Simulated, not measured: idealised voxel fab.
voxel wiring stack: a process module
In the cross-section labelled cut, the width is 220 nm and each square cell is 5 nm.
The cross-sections in this document take the form of a grid made of square cells. They are written out as bands, in order from top to bottom. Each band consists of one or more rows of cells.
Quick guide to a band line: top height, bottom height (nm) up front; then every material left to right with its width in nm. Only one material and it's marked "all across"? Then it fills the band edge to edge. And "blank" just means empty space.
Heights are expressed relative to 0, this being the level below which the as-received wafer comprises one material exclusively. The lowest band is unbounded in the downward direction and is denoted as in "0 and below".
A width given as "30 to 40" starts at the first number in the band's top row and ends at the second number in its bottom row, shifting by an equal amount at every step from row to row.
You'll sometimes find "same as before" written for a step, and that's the way of saying that nowhere in the cross-section did a cell change during that step.
"Enclosed empty spaces" enumerates empty spaces isolated from the top, with no open way to it, that contain at least 8 cells, giving each as width x height at distance from the left edge, all three in nm.
Step line, after settings: the simulator's comment on this step.
"overlay nm", when on a step's line for a step with a mask, measures how far to the right of its planned place the mask lay; a negative measure means to the left.

### Planned step list for the process
- 1: RECEIVE (material Si)
- 2: CONFORMAL_DEP (material SiO2; thk nm 10)
- 3: CONFORMAL_DEP (material SiN; thk nm 5)
- 4: DIRECTIONAL_DEP (material lowk; thk nm 15)
- 5: MASKED_ETCH (tone open; mask id METAL_1; width nm 20; pitch nm 50; etch materials lowk; depth nm 15; overlay nm 0)
- 6: MASKED_ETCH (tone open; mask id METAL_1; width nm 20; pitch nm 50; etch materials SiN; depth nm 5; overlay nm 0)
- 7: CONFORMAL_DEP (material TiN; thk nm 5)
- 8: FILL_DEP (material Cu; thk nm 5)
- 9: CMP (height nm 30)
- 10: CONFORMAL_DEP (material SiCN; thk nm 5)
- 11: DIRECTIONAL_DEP (material SiO2; thk nm 10)
- 12: MASKED_ETCH (tone open; mask id PLUG_1; width nm 15; pitch nm 50; etch materials SiO2; depth nm 10; overlay nm 0)
- 13: MASKED_ETCH (tone open; mask id PLUG_1; width nm 15; pitch nm 50; etch materials SiCN; depth nm 5; overlay nm 0)
- 14: EPI (material Ru; thk nm 10)
- 15: EPI (material Ru; thk nm 5)
- 16: DIRECTIONAL_DEP (material TiN; thk nm 5)
- 17: DIRECTIONAL_DEP (material Ru; thk nm 20)
- 18: DIRECTIONAL_DEP (material aC; thk nm 15)
- 19: PATTERN (tone cover; mask id METAL_2; material resist; width nm 20; pitch nm 50; thk nm 30; overlay nm 0)
- 20: DIRECTIONAL_ETCH (etch materials aC; depth nm 15)
- 21: STRIP (etch materials resist)
- 22: DIRECTIONAL_ETCH (etch materials Ru; depth nm 10)
- 23: DIRECTIONAL_ETCH (etch materials TiN; depth nm 5)
- 24: STRIP (etch materials aC)
- 25: CONFORMAL_DEP (material SiN; thk nm 5)
- 26: FILL_DEP (material lowk; thk nm 10)
- 27: CMP (height nm 70)
- 28: CONFORMAL_DEP (material SiCN; thk nm 5)
- 29: DIRECTIONAL_DEP (material SiO2; thk nm 10)
- 30: PATTERN (tone open; mask id PLUG_2; material resist; width nm 15; pitch nm 50; thk nm 15; overlay nm 0)
- 31: DIRECTIONAL_ETCH (etch materials SiO2; depth nm 10)
- 32: DIRECTIONAL_ETCH (etch materials SiCN; depth nm 5)
- 33: STRIP (etch materials resist)
- 34: EPI (material Ru; thk nm 10)
- 35: EPI (material Ru; thk nm 5)
- 36: CONFORMAL_DEP (material SiN; thk nm 5)
- 37: DIRECTIONAL_DEP (material SiO2; thk nm 25)
- 38: PATTERN (tone open; mask id METAL_3; material resist; width nm 20; pitch nm 50; thk nm 15; overlay nm 0)
- 39: DIRECTIONAL_ETCH (etch materials SiO2; depth nm 25)
- 40: DIRECTIONAL_ETCH (etch materials SiN; depth nm 5)
- 41: STRIP (etch materials resist)
- 42: CONFORMAL_DEP (material TiN; thk nm 5)
- 43: FILL_DEP (material Ru; thk nm 5)
- 44: CMP (height nm 115)
- 45: CONFORMAL_DEP (material SiCN; thk nm 5)
It is noted that the wafers described herein are identical at the outset and are distinguished by the depth nm of step 22; the value stated in the plan corresponds to the first wafer.

### Step 1 complete: as-received cross-section of the first of several wafers
    0 and below | Si all across
    Enclosed empty spaces: none

### Cross-sectional representation of the first of several wafers at the end of the module, i.e. after its terminal step, step 45
    120 down to 115 | SiCN all across
    115 down to 90 | SiO2: 75, then TiN: 5, then Ru: 10, then TiN: 5, then SiO2: 30, then TiN: 5, then Ru: 10, then TiN: 5, then SiO2: 75
    90 down to 85 | SiN: 75, then TiN: 20, then SiN: 30, then TiN: 20, then SiN: 75
    85 down to 75 | SiO2: 75, then Ru: 15, then SiO2: 35, then Ru: 15, then SiO2: 80
    75 down to 70 | SiCN: 75, then Ru: 15, then SiCN: 35, then Ru: 15, then SiCN: 80
    70 down to 65 | lowk: 70, then SiN: 5, then Ru: 20, then SiN: 5, then lowk: 20, then SiN: 5, then Ru: 20, then SiN: 5, then lowk: 70
    65 down to 60 | SiN: 75, then Ru: 20, then SiN: 30, then Ru: 20, then SiN: 75
    60 down to 50 | Ru all across
    50 down to 45 | TiN all across
    45 down to 35 | SiO2: 75, then Ru: 15, then SiO2: 35, then Ru: 15, then SiO2: 80
    35 down to 30 | SiCN: 75, then Ru: 15, then SiCN: 35, then Ru: 15, then SiCN: 80
    30 down to 15 | lowk: 75, then TiN: 5, then Cu: 10, then TiN: 5, then lowk: 30, then TiN: 5, then Cu: 10, then TiN: 5, then lowk: 75
    15 down to 10 | SiN: 75, then TiN: 20, then SiN: 30, then TiN: 20, then SiN: 75
    10 down to 0 | SiO2 all across
    0 and below | Si all across
    Enclosed empty spaces: none

### Showing the last wafer in cross-section at the end of the module
    120 down to 115 | SiCN all across
    115 down to 90 | SiO2: 75, then TiN: 5, then Ru: 10, then TiN: 5, then SiO2: 30, then TiN: 5, then Ru: 10, then TiN: 5, then SiO2: 75
    90 down to 85 | SiN: 75, then TiN: 20, then SiN: 30, then TiN: 20, then SiN: 75
    85 down to 75 | SiO2: 75, then Ru: 15, then SiO2: 35, then Ru: 15, then SiO2: 80
    75 down to 70 | SiCN: 75, then Ru: 15, then SiCN: 35, then Ru: 15, then SiCN: 80
    70 down to 50 | lowk: 70, then SiN: 5, then Ru: 20, then SiN: 5, then lowk: 20, then SiN: 5, then Ru: 20, then SiN: 5, then lowk: 70
    50 down to 45 | SiN: 75, then TiN: 20, then SiN: 30, then TiN: 20, then SiN: 75
    45 down to 35 | SiO2: 75, then Ru: 15, then SiO2: 35, then Ru: 15, then SiO2: 80
    35 down to 30 | SiCN: 75, then Ru: 15, then SiCN: 35, then Ru: 15, then SiCN: 80
    30 down to 15 | lowk: 75, then TiN: 5, then Cu: 10, then TiN: 5, then lowk: 30, then TiN: 5, then Cu: 10, then TiN: 5, then lowk: 75
    15 down to 10 | SiN: 75, then TiN: 20, then SiN: 30, then TiN: 20, then SiN: 75
    10 down to 0 | SiO2 all across
    0 and below | Si all across
    Enclosed empty spaces: none

### The table below has one row for each wafer; a row shows, as of the end of the module, how many cells of each material the wafer has gained, marked (+), or lost, marked (-), since it was received, and then the wafer's closed voids
depth nm 10; +12 Cu; +160 Ru; +120 SiCN; +112 SiN; +420 SiO2; +92 TiN; +140 lowk; Enclosed empty spaces: none
depth nm 15; +12 Cu; +124 Ru; +120 SiCN; +116 SiN; +420 SiO2; +92 TiN; +172 lowk; Enclosed empty spaces: none
depth nm 20; +12 Cu; +88 Ru; +120 SiCN; +124 SiN; +420 SiO2; +56 TiN; +236 lowk; Enclosed empty spaces: none
depth nm 25; +12 Cu; +88 Ru; +120 SiCN; +124 SiN; +420 SiO2; +56 TiN; +236 lowk; Enclosed empty spaces: none
depth nm 30; +12 Cu; +88 Ru; +120 SiCN; +124 SiN; +420 SiO2; +56 TiN; +236 lowk; Enclosed empty spaces: none
depth nm 35; +12 Cu; +88 Ru; +120 SiCN; +124 SiN; +420 SiO2; +56 TiN; +236 lowk; Enclosed empty spaces: none
